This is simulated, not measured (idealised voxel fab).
Process module heading - voxel wiring stack
205 nm wide, 5 nm square cells: that's cross-section cut.
Cross-section, as written here: a square-cell grid given band by band from the top down, where a band holds one or more rows of cells.
A band entry consists of two parts. The first gives the height of the band's top and the height of its bottom, in nm. The rest lists the band's materials from left to right, each with its width in nm. A single material labelled with the word "throughout" fills the band from edge to edge, and the word "empty" marks empty space.
Beneath 0, the wafer as received is one material, and that level is where height counting begins. The lowest band goes on downward without a bottom; it is written like "0 -> down".
A two-number width, for instance "30->40", indicates that the width is equal to the first number in the top row of the band and to the second number in the bottom row, and that it changes by a constant amount per row of cells.
"everything unchanged", as given for a step, is the statement that not any cell of the cross-section underwent a change during that step.
Empty spaces without an open route to the top, at least 8 cells in extent, make up the entry "Voids, enclosed"; each is given as width x height at distance, where the distance is measured from the left edge, and all are in nm.
Step line, after settings: the simulator's comment on this step.
You can add "overlay nm" to a step's line. For a step with a mask, it describes how far the mask lay to the right of its planned position, and a negative number describes a lay to the left.
Every pair from here on: before one process step, after it. The after cross-section reaches only to the lowest band that changed. Below the pair: the step in between and its settings. Pairs can belong to different runs of this module on the same starting wafer; a pair carries on from the pair above only if the entry headed "before" says so.
**before**
0 -> down = Si throughout
Voids, enclosed: none
**Resultant Cross-Section**
15 -> 0 = SiO2 throughout
Everything under 0 stays put, no change at all.
Voids, enclosed: none
Step taken after the before cross-section and before the after cross-section above: op CONFORMAL_DEP | material SiO2 | thk nm 15
before: as shown after the step in the preceding pair, directly above.
**Resultant Cross-Section**
20 -> 15 = TiN throughout
Everything under 15 stays put, no change at all.
Voids, enclosed: none
Step taken after the before cross-section and before the after cross-section above: op DIRECTIONAL_DEP | material TiN | thk nm 5
before: as shown after the step in the preceding pair, directly above.
**Resultant Cross-Section**
45 -> 20 = W throughout
Everything under 20 stays put, no change at all.
Voids, enclosed: none
Step taken after the before cross-section and before the after cross-section above: op DIRECTIONAL_DEP | material W | thk nm 25
before: as shown after the step in the preceding pair, directly above.
**Resultant Cross-Section**
60 -> 45 = aC throughout
Everything under 45 stays put, no change at all.
Voids, enclosed: none
Step taken after the before cross-section and before the after cross-section above: op DIRECTIONAL_DEP | material aC | thk nm 15
before: as shown after the step in the preceding pair, directly above.
**Resultant Cross-Section**
90 -> 60 = empty 30 nm, then resist 20 nm, then empty 20 nm, then resist 20 nm, then empty 20 nm, then resist 20 nm, then empty 20 nm, then resist 20 nm, then empty 35 nm
Everything under 60 stays put, no change at all.
Voids, enclosed: none
Step taken after the before cross-section and before the after cross-section above: op PATTERN | tone cover | mask id METAL_1 | material resist | width nm 20 | pitch nm 40 | thk nm 30 | overlay nm 0
before: as shown after the step in the preceding pair, directly above.
**Resultant Cross-Section**
75 -> 60 = empty 30 nm, then resist 20 nm, then empty 20 nm, then resist 20 nm, then empty 20 nm, then resist 20 nm, then empty 20 nm, then resist 20 nm, then empty 35 nm
60 -> 45 = empty 30 nm, then aC 20 nm, then empty 20 nm, then aC 20 nm, then empty 20 nm, then aC 20 nm, then empty 20 nm, then aC 20 nm, then empty 35 nm
Everything under 45 stays put, no change at all.
Voids, enclosed: none
Step taken after the before cross-section and before the after cross-section above: op DIRECTIONAL_ETCH | etch materials aC | depth nm 15
before: as shown after the step in the preceding pair, directly above.
**Resultant Cross-Section**
60 -> 45 = empty 30 nm, then aC 20 nm, then empty 20 nm, then aC 20 nm, then empty 20 nm, then aC 20 nm, then empty 20 nm, then aC 20 nm, then empty 35 nm
Everything under 45 stays put, no change at all.
Voids, enclosed: none
Step taken after the before cross-section and before the after cross-section above: op STRIP | etch materials resist
before: as shown after the step in the preceding pair, directly above.
**Resultant Cross-Section**
60 -> 45 = empty 30 nm, then aC 20 nm, then empty 20 nm, then aC 20 nm, then empty 20 nm, then aC 20 nm, then empty 20 nm, then aC 20 nm, then empty 35 nm
45 -> 20 = empty 30 nm, then W 20 nm, then empty 20 nm, then W 20 nm, then empty 20 nm, then W 20 nm, then empty 20 nm, then W 20 nm, then empty 35 nm
Everything under 20 stays put, no change at all.
Voids, enclosed: none
Step taken after the before cross-section and before the after cross-section above: op DIRECTIONAL_ETCH | etch materials W | depth nm 25
before: as shown after the step in the preceding pair, directly above.
**Resultant Cross-Section**
60 -> 45 = empty 30 nm, then aC 20 nm, then empty 20 nm, then aC 20 nm, then empty 20 nm, then aC 20 nm, then empty 20 nm, then aC 20 nm, then empty 35 nm
45 -> 20 = empty 30 nm, then W 20 nm, then empty 20 nm, then W 20 nm, then empty 20 nm, then W 20 nm, then empty 20 nm, then W 20 nm, then empty 35 nm
20 -> 15 = empty 30 nm, then TiN 20 nm, then empty 20 nm, then TiN 20 nm, then empty 20 nm, then TiN 20 nm, then empty 20 nm, then TiN 20 nm, then empty 35 nm
Everything under 15 stays put, no change at all.
Voids, enclosed: none
Step taken after the before cross-section and before the after cross-section above: op DIRECTIONAL_ETCH | etch materials TiN | depth nm 5
before: as shown after the step in the preceding pair, directly above.
**Resultant Cross-Section**
45 -> 20 = empty 30 nm, then W 20 nm, then empty 20 nm, then W 20 nm, then empty 20 nm, then W 20 nm, then empty 20 nm, then W 20 nm, then empty 35 nm
Everything under 20 stays put, no change at all.
Voids, enclosed: none
Step taken after the before cross-section and before the after cross-section above: op STRIP | etch materials aC
before: as shown after the step in the preceding pair, directly above.
**Resultant Cross-Section**
50 -> 45 = empty 25 nm, then SiCN 30 nm, then empty 10 nm, then SiCN 30 nm, then empty 10 nm, then SiCN 30 nm, then empty 10 nm, then SiCN 30 nm, then empty 30 nm
45 -> 20 = empty 25 nm, then SiCN 5 nm, then W 20 nm, then SiCN 5 nm, then empty 10 nm, then SiCN 5 nm, then W 20 nm, then SiCN 5 nm, then empty 10 nm, then SiCN 5 nm, then W 20 nm, then SiCN 5 nm, then empty 10 nm, then SiCN 5 nm, then W 20 nm, then SiCN 5 nm, then empty 30 nm
20 -> 15 = SiCN 30 nm, then TiN 20 nm, then SiCN 20 nm, then TiN 20 nm, then SiCN 20 nm, then TiN 20 nm, then SiCN 20 nm, then TiN 20 nm, then SiCN 35 nm
Everything under 15 stays put, no change at all.
Voids, enclosed: none
Step taken after the before cross-section and before the after cross-section above: op CONFORMAL_DEP | material SiCN | thk nm 5
before: as shown after the step in the preceding pair, directly above.
**Resultant Cross-Section**
55 -> 50 = SiO2 throughout
50 -> 45 = SiO2 25 nm, then SiCN 30 nm, then SiO2 10 nm, then SiCN 30 nm, then SiO2 10 nm, then SiCN 30 nm, then SiO2 10 nm, then SiCN 30 nm, then SiO2 30 nm
45 -> 20 = SiO2 25 nm, then SiCN 5 nm, then W 20 nm, then SiCN 5 nm, then SiO2 10 nm, then SiCN 5 nm, then W 20 nm, then SiCN 5 nm, then SiO2 10 nm, then SiCN 5 nm, then W 20 nm, then SiCN 5 nm, then SiO2 10 nm, then SiCN 5 nm, then W 20 nm, then SiCN 5 nm, then SiO2 30 nm
Everything under 20 stays put, no change at all.
Voids, enclosed: none
Step taken after the before cross-section and before the after cross-section above: op FILL_DEP | material SiO2 | thk nm 5
before: as shown after the step in the preceding pair, directly above.
**Resultant Cross-Section**
45 -> 20 = SiO2 25 nm, then SiCN 5 nm, then W 20 nm, then SiCN 5 nm, then SiO2 10 nm, then SiCN 5 nm, then W 20 nm, then SiCN 5 nm, then SiO2 10 nm, then SiCN 5 nm, then W 20 nm, then SiCN 5 nm, then SiO2 10 nm, then SiCN 5 nm, then W 20 nm, then SiCN 5 nm, then SiO2 30 nm
Everything under 20 stays put, no change at all.
Voids, enclosed: none
Step taken after the before cross-section and before the after cross-section above: op CMP | height nm 45
before: as shown after the step in the preceding pair, directly above.
**Resultant Cross-Section**
50 -> 45 = SiCN throughout
Everything under 45 stays put, no change at all.
Voids, enclosed: none
Step taken after the before cross-section and before the after cross-section above: op CONFORMAL_DEP | material SiCN | thk nm 5
before: as shown after the step in the preceding pair, directly above.
**Resultant Cross-Section**
80 -> 50 = lowk throughout
Everything under 50 stays put, no change at all.
Voids, enclosed: none
Step taken after the before cross-section and before the after cross-section above: op DIRECTIONAL_DEP | material lowk | thk nm 30
before: as shown after the step in the preceding pair, directly above.
**Resultant Cross-Section**
80 -> 50 = lowk 30 nm, then empty 15 nm, then lowk 65 nm, then empty 15 nm, then lowk 80 nm
Everything under 50 stays put, no change at all.
Voids, enclosed: none
Step taken after the before cross-section and before the after cross-section above: op MASKED_ETCH | tone open | mask id METAL_2_HOLES | width nm 15 | pitch nm 80 | etch materials lowk | depth nm 30 | overlay nm 0
before: as shown after the step in the preceding pair, directly above.
**Resultant Cross-Section**
100 -> 80 = resist 30 nm, then empty 20 nm, then resist 20 nm, then empty 20 nm, then resist 20 nm, then empty 20 nm, then resist 20 nm, then empty 20 nm, then resist 35 nm
Everything under 80 stays put, no change at all.
Voids, enclosed: none
Step taken after the before cross-section and before the after cross-section above: op PATTERN | tone open | mask id METAL_2 | material resist | width nm 20 | pitch nm 40 | thk nm 20 | overlay nm 0
before: as shown after the step in the preceding pair, directly above.
**Resultant Cross-Section**
100 -> 80 = resist 30 nm, then empty 20 nm, then resist 20 nm, then empty 20 nm, then resist 20 nm, then empty 20 nm, then resist 20 nm, then empty 20 nm, then resist 35 nm
80 -> 65 = lowk 30 nm, then empty 20 nm, then lowk 20 nm, then empty 20 nm, then lowk 20 nm, then empty 20 nm, then lowk 20 nm, then empty 20 nm, then lowk 35 nm
Everything under 65 stays put, no change at all.
Voids, enclosed: none
Step taken after the before cross-section and before the after cross-section above: op DIRECTIONAL_ETCH | etch materials lowk | depth nm 15
before: as shown after the step in the preceding pair, directly above.
**Resultant Cross-Section**
100 -> 80 = resist 30 nm, then empty 20 nm, then resist 20 nm, then empty 20 nm, then resist 20 nm, then empty 20 nm, then resist 20 nm, then empty 20 nm, then resist 35 nm
80 -> 65 = lowk 30 nm, then empty 20 nm, then lowk 20 nm, then empty 20 nm, then lowk 20 nm, then empty 20 nm, then lowk 20 nm, then empty 20 nm, then lowk 35 nm
65 -> 50 = lowk 30 nm, then empty 15 nm, then lowk 65 nm, then empty 15 nm, then lowk 80 nm
50 -> 45 = SiCN 30 nm, then empty 15 nm, then SiCN 65 nm, then empty 15 nm, then SiCN 80 nm
Everything under 45 stays put, no change at all.
Voids, enclosed: none
Step taken after the before cross-section and before the after cross-section above: op DIRECTIONAL_ETCH | etch materials SiCN | depth nm 5
before: as shown after the step in the preceding pair, directly above.
**Resultant Cross-Section**
80 -> 65 = lowk 30 nm, then empty 20 nm, then lowk 20 nm, then empty 20 nm, then lowk 20 nm, then empty 20 nm, then lowk 20 nm, then empty 20 nm, then lowk 35 nm
Everything under 65 stays put, no change at all.
Voids, enclosed: none
Step taken after the before cross-section and before the after cross-section above: op STRIP | etch materials resist
before: as shown after the step in the preceding pair, directly above.
**Resultant Cross-Section**
85 -> 80 = TiN 35 nm, then empty 10 nm, then TiN 30 nm, then empty 10 nm, then TiN 30 nm, then empty 10 nm, then TiN 30 nm, then empty 10 nm, then TiN 40 nm
80 -> 70 = lowk 30 nm, then TiN 5 nm, then empty 10 nm, then TiN 5 nm, then lowk 20 nm, then TiN 5 nm, then empty 10 nm, then TiN 5 nm, then lowk 20 nm, then TiN 5 nm, then empty 10 nm, then TiN 5 nm, then lowk 20 nm, then TiN 5 nm, then empty 10 nm, then TiN 5 nm, then lowk 35 nm
70 -> 65 = lowk 30 nm, then TiN 5 nm, then empty 5 nm, then TiN 10 nm, then lowk 20 nm, then TiN 20 nm, then lowk 20 nm, then TiN 5 nm, then empty 5 nm, then TiN 10 nm, then lowk 20 nm, then TiN 20 nm, then lowk 35 nm
65 -> 50 = lowk 30 nm, then TiN 5 nm, then empty 5 nm, then TiN 5 nm, then lowk 65 nm, then TiN 5 nm, then empty 5 nm, then TiN 5 nm, then lowk 80 nm
50 -> 45 = SiCN 30 nm, then TiN 15 nm, then SiCN 65 nm, then TiN 15 nm, then SiCN 80 nm
Everything under 45 stays put, no change at all.
Voids, enclosed: none
Step taken after the before cross-section and before the after cross-section above: op CONFORMAL_DEP | material TiN | thk nm 5
before: as shown after the step in the preceding pair, directly above.
**Resultant Cross-Section**
90 -> 85 = Cu throughout
85 -> 80 = TiN 35 nm, then Cu 10 nm, then TiN 30 nm, then Cu 10 nm, then TiN 30 nm, then Cu 10 nm, then TiN 30 nm, then Cu 10 nm, then TiN 40 nm
80 -> 70 = lowk 30 nm, then TiN 5 nm, then Cu 10 nm, then TiN 5 nm, then lowk 20 nm, then TiN 5 nm, then Cu 10 nm, then TiN 5 nm, then lowk 20 nm, then TiN 5 nm, then Cu 10 nm, then TiN 5 nm, then lowk 20 nm, then TiN 5 nm, then Cu 10 nm, then TiN 5 nm, then lowk 35 nm
70 -> 65 = lowk 30 nm, then TiN 5 nm, then Cu 5 nm, then TiN 10 nm, then lowk 20 nm, then TiN 20 nm, then lowk 20 nm, then TiN 5 nm, then Cu 5 nm, then TiN 10 nm, then lowk 20 nm, then TiN 20 nm, then lowk 35 nm
65 -> 50 = lowk 30 nm, then TiN 5 nm, then Cu 5 nm, then TiN 5 nm, then lowk 65 nm, then TiN 5 nm, then Cu 5 nm, then TiN 5 nm, then lowk 80 nm
Everything under 50 stays put, no change at all.
Voids, enclosed: none
Step taken after the before cross-section and before the after cross-section above: op FILL_DEP | material Cu | thk nm 5
before: as shown after the step in the preceding pair, directly above.
**Resultant Cross-Section**
80 -> 70 = lowk 30 nm, then TiN 5 nm, then Cu 10 nm, then TiN 5 nm, then lowk 20 nm, then TiN 5 nm, then Cu 10 nm, then TiN 5 nm, then lowk 20 nm, then TiN 5 nm, then Cu 10 nm, then TiN 5 nm, then lowk 20 nm, then TiN 5 nm, then Cu 10 nm, then TiN 5 nm, then lowk 35 nm
Everything under 70 stays put, no change at all.
Voids, enclosed: none
Step taken after the before cross-section and before the after cross-section above: op CMP | height nm 80
before: as shown after the step in the preceding pair, directly above.
**Resultant Cross-Section**
85 -> 80 = SiCN throughout
Everything under 80 stays put, no change at all.
Voids, enclosed: none
Step taken after the before cross-section and before the after cross-section above: op CONFORMAL_DEP | material SiCN | thk nm 5
before: as shown after the step in the preceding pair, directly above.
**Resultant Cross-Section**
115 -> 85 = SiO2 throughout
Everything under 85 stays put, no change at all.
Voids, enclosed: none
Step taken after the before cross-section and before the after cross-section above: op DIRECTIONAL_DEP | material SiO2 | thk nm 30
before: as shown after the step in the preceding pair, directly above.
**Resultant Cross-Section**
115 -> 100 = SiO2 30 nm, then empty 20 nm, then SiO2 20 nm, then empty 20 nm, then SiO2 20 nm, then empty 20 nm, then SiO2 20 nm, then empty 20 nm, then SiO2 35 nm
Everything under 100 stays put, no change at all.
Voids, enclosed: none
Step taken after the before cross-section and before the after cross-section above: op MASKED_ETCH | tone open | mask id METAL_3 | width nm 20 | pitch nm 40 | etch materials SiO2 | depth nm 15 | overlay nm 0
before: as shown after the step in the preceding pair, directly above.
**Resultant Cross-Section**
115 -> 100 = SiO2 30 nm, then empty 20 nm, then SiO2 20 nm, then empty 20 nm, then SiO2 20 nm, then empty 20 nm, then SiO2 20 nm, then empty 20 nm, then SiO2 35 nm
100 -> 85 = SiO2 30 nm, then empty 15 nm, then SiO2 65 nm, then empty 15 nm, then SiO2 80 nm
Everything under 85 stays put, no change at all.
Voids, enclosed: none
Step taken after the before cross-section and before the after cross-section above: op MASKED_ETCH | tone open | mask id METAL_3_HOLES | width nm 15 | pitch nm 80 | etch materials SiO2 | depth nm 15 | overlay nm 0
before: as shown after the step in the preceding pair, directly above.
**Resultant Cross-Section**
115 -> 100 = SiO2 30 nm, then empty 20 nm, then SiO2 20 nm, then empty 20 nm, then SiO2 20 nm, then empty 20 nm, then SiO2 20 nm, then empty 20 nm, then SiO2 35 nm
100 -> 85 = SiO2 30 nm, then empty 15 nm, then SiO2 65 nm, then empty 15 nm, then SiO2 80 nm
85 -> 80 = SiCN 30 nm, then empty 15 nm, then SiCN 65 nm, then empty 15 nm, then SiCN 80 nm
Everything under 80 stays put, no change at all.
Voids, enclosed: none
Step taken after the before cross-section and before the after cross-section above: op MASKED_ETCH | tone open | mask id METAL_3_HOLES | width nm 15 | pitch nm 80 | etch materials SiCN | depth nm 5 | overlay nm 0
before: as shown after the step in the preceding pair, directly above.
**Resultant Cross-Section**
120 -> 115 = TiN 35 nm, then empty 10 nm, then TiN 30 nm, then empty 10 nm, then TiN 30 nm, then empty 10 nm, then TiN 30 nm, then empty 10 nm, then TiN 40 nm
115 -> 105 = SiO2 30 nm, then TiN 5 nm, then empty 10 nm, then TiN 5 nm, then SiO2 20 nm, then TiN 5 nm, then empty 10 nm, then TiN 5 nm, then SiO2 20 nm, then TiN 5 nm, then empty 10 nm, then TiN 5 nm, then SiO2 20 nm, then TiN 5 nm, then empty 10 nm, then TiN 5 nm, then SiO2 35 nm
105 -> 100 = SiO2 30 nm, then TiN 5 nm, then empty 5 nm, then TiN 10 nm, then SiO2 20 nm, then TiN 20 nm, then SiO2 20 nm, then TiN 5 nm, then empty 5 nm, then TiN 10 nm, then SiO2 20 nm, then TiN 20 nm, then SiO2 35 nm
100 -> 85 = SiO2 30 nm, then TiN 5 nm, then empty 5 nm, then TiN 5 nm, then SiO2 65 nm, then TiN 5 nm, then empty 5 nm, then TiN 5 nm, then SiO2 80 nm
85 -> 80 = SiCN 30 nm, then TiN 15 nm, then SiCN 65 nm, then TiN 15 nm, then SiCN 80 nm
Everything under 80 stays put, no change at all.
Voids, enclosed: none
Step taken after the before cross-section and before the after cross-section above: op CONFORMAL_DEP | material TiN | thk nm 5
before: as shown after the step in the preceding pair, directly above.
**Resultant Cross-Section**
125 -> 120 = Ru throughout
120 -> 115 = TiN 35 nm, then Ru 10 nm, then TiN 30 nm, then Ru 10 nm, then TiN 30 nm, then Ru 10 nm, then TiN 30 nm, then Ru 10 nm, then TiN 40 nm
115 -> 105 = SiO2 30 nm, then TiN 5 nm, then Ru 10 nm, then TiN 5 nm, then SiO2 20 nm, then TiN 5 nm, then Ru 10 nm, then TiN 5 nm, then SiO2 20 nm, then TiN 5 nm, then Ru 10 nm, then TiN 5 nm, then SiO2 20 nm, then TiN 5 nm, then Ru 10 nm, then TiN 5 nm, then SiO2 35 nm
105 -> 100 = SiO2 30 nm, then TiN 5 nm, then Ru 5 nm, then TiN 10 nm, then SiO2 20 nm, then TiN 20 nm, then SiO2 20 nm, then TiN 5 nm, then Ru 5 nm, then TiN 10 nm, then SiO2 20 nm, then TiN 20 nm, then SiO2 35 nm
100 -> 85 = SiO2 30 nm, then TiN 5 nm, then Ru 5 nm, then TiN 5 nm, then SiO2 65 nm, then TiN 5 nm, then Ru 5 nm, then TiN 5 nm, then SiO2 80 nm
Everything under 85 stays put, no change at all.
Voids, enclosed: none
Step taken after the before cross-section and before the after cross-section above: op FILL_DEP | material Ru | thk nm 5
before: as shown after the step in the preceding pair, directly above.
**Resultant Cross-Section**
115 -> 105 = SiO2 30 nm, then TiN 5 nm, then Ru 10 nm, then TiN 5 nm, then SiO2 20 nm, then TiN 5 nm, then Ru 10 nm, then TiN 5 nm, then SiO2 20 nm, then TiN 5 nm, then Ru 10 nm, then TiN 5 nm, then SiO2 20 nm, then TiN 5 nm, then Ru 10 nm, then TiN 5 nm, then SiO2 35 nm
Everything under 105 stays put, no change at all.
Voids, enclosed: none
Step taken after the before cross-section and before the after cross-section above: op CMP | height nm 115
before: as shown after the step in the preceding pair, directly above.
**Resultant Cross-Section**
120 -> 115 = SiCN throughout
Everything under 115 stays put, no change at all.
Voids, enclosed: none
Step taken after the before cross-section and before the after cross-section above: op CONFORMAL_DEP | material SiCN | thk nm 5
before: as shown after the step in the preceding pair, directly above.
**Resultant Cross-Section**
145 -> 120 = SiO2 throughout
Everything under 120 stays put, no change at all.
Voids, enclosed: none
Step taken after the before cross-section and before the after cross-section above: op DIRECTIONAL_DEP | material SiO2 | thk nm 25
before: as shown after the step in the preceding pair, directly above.
**Resultant Cross-Section**
145 -> 130 = SiO2 30 nm, then empty 20 nm, then SiO2 20 nm, then empty 20 nm, then SiO2 20 nm, then empty 20 nm, then SiO2 20 nm, then empty 20 nm, then SiO2 35 nm
Everything under 130 stays put, no change at all.
Voids, enclosed: none
Step taken after the before cross-section and before the after cross-section above: op MASKED_ETCH | tone open | mask id METAL_4 | width nm 20 | pitch nm 40 | etch materials SiO2 | depth nm 15 | overlay nm 0
before: as shown after the step in the preceding pair, directly above.
**Resultant Cross-Section**
165 -> 145 = resist 30 nm, then empty 15 nm, then resist 65 nm, then empty 15 nm, then resist 80 nm
145 -> 130 = SiO2 30 nm, then empty 15 nm, then resist 5 nm, then SiO2 20 nm, then resist 20 nm, then SiO2 20 nm, then empty 15 nm, then resist 5 nm, then SiO2 20 nm, then resist 20 nm, then SiO2 35 nm
Everything under 130 stays put, no change at all.
Voids, enclosed: none
Step taken after the before cross-section and before the after cross-section above: op PATTERN | tone open | mask id METAL_4_HOLES | material resist | width nm 15 | pitch nm 80 | thk nm 20 | overlay nm 0
before: as shown after the step in the preceding pair, directly above.
**Resultant Cross-Section**
165 -> 145 = resist 30 nm, then empty 15 nm, then resist 65 nm, then empty 15 nm, then resist 80 nm
145 -> 130 = SiO2 30 nm, then empty 15 nm, then resist 5 nm, then SiO2 20 nm, then resist 20 nm, then SiO2 20 nm, then empty 15 nm, then resist 5 nm, then SiO2 20 nm, then resist 20 nm, then SiO2 35 nm
130 -> 120 = SiO2 30 nm, then empty 15 nm, then SiO2 65 nm, then empty 15 nm, then SiO2 80 nm
Everything under 120 stays put, no change at all.
Voids, enclosed: none
Step taken after the before cross-section and before the after cross-section above: op DIRECTIONAL_ETCH | etch materials SiO2 | depth nm 10
before: as shown after the step in the preceding pair, directly above.
**Resultant Cross-Section**
165 -> 145 = resist 30 nm, then empty 15 nm, then resist 65 nm, then empty 15 nm, then resist 80 nm
145 -> 130 = SiO2 30 nm, then empty 15 nm, then resist 5 nm, then SiO2 20 nm, then resist 20 nm, then SiO2 20 nm, then empty 15 nm, then resist 5 nm, then SiO2 20 nm, then resist 20 nm, then SiO2 35 nm
130 -> 120 = SiO2 30 nm, then empty 15 nm, then SiO2 65 nm, then empty 15 nm, then SiO2 80 nm
120 -> 115 = SiCN 30 nm, then empty 15 nm, then SiCN 65 nm, then empty 15 nm, then SiCN 80 nm
Everything under 115 stays put, no change at all.
Voids, enclosed: none
Step taken after the before cross-section and before the after cross-section above: op DIRECTIONAL_ETCH | etch materials SiCN | depth nm 5
before: as shown after the step in the preceding pair, directly above.
**Resultant Cross-Section**
145 -> 130 = SiO2 30 nm, then empty 20 nm, then SiO2 20 nm, then empty 20 nm, then SiO2 20 nm, then empty 20 nm, then SiO2 20 nm, then empty 20 nm, then SiO2 35 nm
Everything under 130 stays put, no change at all.
Voids, enclosed: none
Step taken after the before cross-section and before the after cross-section above: op STRIP | etch materials resist
before: as shown after the step in the preceding pair, directly above.
**Resultant Cross-Section**
150 -> 145 = TiN 35 nm, then empty 10 nm, then TiN 30 nm, then empty 10 nm, then TiN 30 nm, then empty 10 nm, then TiN 30 nm, then empty 10 nm, then TiN 40 nm
145 -> 135 = SiO2 30 nm, then TiN 5 nm, then empty 10 nm, then TiN 5 nm, then SiO2 20 nm, then TiN 5 nm, then empty 10 nm, then TiN 5 nm, then SiO2 20 nm, then TiN 5 nm, then empty 10 nm, then TiN 5 nm, then SiO2 20 nm, then TiN 5 nm, then empty 10 nm, then TiN 5 nm, then SiO2 35 nm
135 -> 130 = SiO2 30 nm, then TiN 5 nm, then empty 5 nm, then TiN 10 nm, then SiO2 20 nm, then TiN 20 nm, then SiO2 20 nm, then TiN 5 nm, then empty 5 nm, then TiN 10 nm, then SiO2 20 nm, then TiN 20 nm, then SiO2 35 nm
130 -> 120 = SiO2 30 nm, then TiN 5 nm, then empty 5 nm, then TiN 5 nm, then SiO2 65 nm, then TiN 5 nm, then empty 5 nm, then TiN 5 nm, then SiO2 80 nm
120 -> 115 = SiCN 30 nm, then TiN 15 nm, then SiCN 65 nm, then TiN 15 nm, then SiCN 80 nm
Everything under 115 stays put, no change at all.
Voids, enclosed: none
Step taken after the before cross-section and before the after cross-section above: op CONFORMAL_DEP | material TiN | thk nm 5
before: as shown after the step in the preceding pair, directly above.
**Resultant Cross-Section**
160 -> 150 = Ru throughout
150 -> 145 = TiN 35 nm, then Ru 10 nm, then TiN 30 nm, then Ru 10 nm, then TiN 30 nm, then Ru 10 nm, then TiN 30 nm, then Ru 10 nm, then TiN 40 nm
145 -> 135 = SiO2 30 nm, then TiN 5 nm, then Ru 10 nm, then TiN 5 nm, then SiO2 20 nm, then TiN 5 nm, then Ru 10 nm, then TiN 5 nm, then SiO2 20 nm, then TiN 5 nm, then Ru 10 nm, then TiN 5 nm, then SiO2 20 nm, then TiN 5 nm, then Ru 10 nm, then TiN 5 nm, then SiO2 35 nm
135 -> 130 = SiO2 30 nm, then TiN 5 nm, then Ru 5 nm, then TiN 10 nm, then SiO2 20 nm, then TiN 20 nm, then SiO2 20 nm, then TiN 5 nm, then Ru 5 nm, then TiN 10 nm, then SiO2 20 nm, then TiN 20 nm, then SiO2 35 nm
130 -> 120 = SiO2 30 nm, then TiN 5 nm, then Ru 5 nm, then TiN 5 nm, then SiO2 65 nm, then TiN 5 nm, then Ru 5 nm, then TiN 5 nm, then SiO2 80 nm
Everything under 120 stays put, no change at all.
Voids, enclosed: none
Step taken after the before cross-section and before the after cross-section above: op FILL_DEP | material Ru | thk nm 10
before: as shown after the step in the preceding pair, directly above.
**Resultant Cross-Section**
145 -> 135 = SiO2 30 nm, then TiN 5 nm, then Ru 10 nm, then TiN 5 nm, then SiO2 20 nm, then TiN 5 nm, then Ru 10 nm, then TiN 5 nm, then SiO2 20 nm, then TiN 5 nm, then Ru 10 nm, then TiN 5 nm, then SiO2 20 nm, then TiN 5 nm, then Ru 10 nm, then TiN 5 nm, then SiO2 35 nm
Everything under 135 stays put, no change at all.
Voids, enclosed: none
Step taken after the before cross-section and before the after cross-section above: op CMP | height nm 145
before: as shown after the step in the preceding pair, directly above.
**Resultant Cross-Section**
150 -> 145 = SiN throughout
Everything under 145 stays put, no change at all.
Voids, enclosed: none
Step taken after the before cross-section and before the after cross-section above: op CONFORMAL_DEP | material SiN | thk nm 5
**before**
15 -> 0 = SiO2 throughout
0 -> down = Si throughout
Voids, enclosed: none
**Resultant Cross-Section**
40 -> 15 = W throughout
Everything under 15 stays put, no change at all.
Voids, enclosed: none
Step taken after the before cross-section and before the after cross-section above: op DIRECTIONAL_DEP | material W | thk nm 25
before: as shown after the step in the preceding pair, directly above.
**Resultant Cross-Section**
55 -> 40 = aC throughout
Everything under 40 stays put, no change at all.
Voids, enclosed: none
Step taken after the before cross-section and before the after cross-section above: op DIRECTIONAL_DEP | material aC | thk nm 15
before: as shown after the step in the preceding pair, directly above.
**Resultant Cross-Section**
85 -> 55 = empty 30 nm, then resist 20 nm, then empty 20 nm, then resist 20 nm, then empty 20 nm, then resist 20 nm, then empty 20 nm, then resist 20 nm, then empty 35 nm
Everything under 55 stays put, no change at all.
Voids, enclosed: none
Step taken after the before cross-section and before the after cross-section above: op PATTERN | tone cover | mask id METAL_1 | material resist | width nm 20 | pitch nm 40 | thk nm 30 | overlay nm 0
before: as shown after the step in the preceding pair, directly above.
**Resultant Cross-Section**
70 -> 55 = empty 30 nm, then resist 20 nm, then empty 20 nm, then resist 20 nm, then empty 20 nm, then resist 20 nm, then empty 20 nm, then resist 20 nm, then empty 35 nm
55 -> 40 = empty 30 nm, then aC 20 nm, then empty 20 nm, then aC 20 nm, then empty 20 nm, then aC 20 nm, then empty 20 nm, then aC 20 nm, then empty 35 nm
Everything under 40 stays put, no change at all.
Voids, enclosed: none
Step taken after the before cross-section and before the after cross-section above: op DIRECTIONAL_ETCH | etch materials aC | depth nm 15
before: as shown after the step in the preceding pair, directly above.
**Resultant Cross-Section**
55 -> 40 = empty 30 nm, then aC 20 nm, then empty 20 nm, then aC 20 nm, then empty 20 nm, then aC 20 nm, then empty 20 nm, then aC 20 nm, then empty 35 nm
Everything under 40 stays put, no change at all.
Voids, enclosed: none
Step taken after the before cross-section and before the after cross-section above: op STRIP | etch materials resist
before: as shown after the step in the preceding pair, directly above.
**Resultant Cross-Section**
55 -> 40 = empty 30 nm, then aC 20 nm, then empty 20 nm, then aC 20 nm, then empty 20 nm, then aC 20 nm, then empty 20 nm, then aC 20 nm, then empty 35 nm
40 -> 15 = empty 30 nm, then W 20 nm, then empty 20 nm, then W 20 nm, then empty 20 nm, then W 20 nm, then empty 20 nm, then W 20 nm, then empty 35 nm
Everything under 15 stays put, no change at all.
Voids, enclosed: none
Step taken after the before cross-section and before the after cross-section above: op DIRECTIONAL_ETCH | etch materials W | depth nm 25
before: as shown after the step in the preceding pair, directly above.
**Resultant Cross-Section**
40 -> 15 = empty 30 nm, then W 20 nm, then empty 20 nm, then W 20 nm, then empty 20 nm, then W 20 nm, then empty 20 nm, then W 20 nm, then empty 35 nm
Everything under 15 stays put, no change at all.
Voids, enclosed: none
Step taken after the before cross-section and before the after cross-section above: op STRIP | etch materials aC
before: as shown after the step in the preceding pair, directly above.
**Resultant Cross-Section**
45 -> 40 = empty 25 nm, then SiCN 30 nm, then empty 10 nm, then SiCN 30 nm, then empty 10 nm, then SiCN 30 nm, then empty 10 nm, then SiCN 30 nm, then empty 30 nm
40 -> 20 = empty 25 nm, then SiCN 5 nm, then W 20 nm, then SiCN 5 nm, then empty 10 nm, then SiCN 5 nm, then W 20 nm, then SiCN 5 nm, then empty 10 nm, then SiCN 5 nm, then W 20 nm, then SiCN 5 nm, then empty 10 nm, then SiCN 5 nm, then W 20 nm, then SiCN 5 nm, then empty 30 nm
20 -> 15 = SiCN 30 nm, then W 20 nm, then SiCN 20 nm, then W 20 nm, then SiCN 20 nm, then W 20 nm, then SiCN 20 nm, then W 20 nm, then SiCN 35 nm
Everything under 15 stays put, no change at all.
Voids, enclosed: none
Step taken after the before cross-section and before the after cross-section above: op CONFORMAL_DEP | material SiCN | thk nm 5
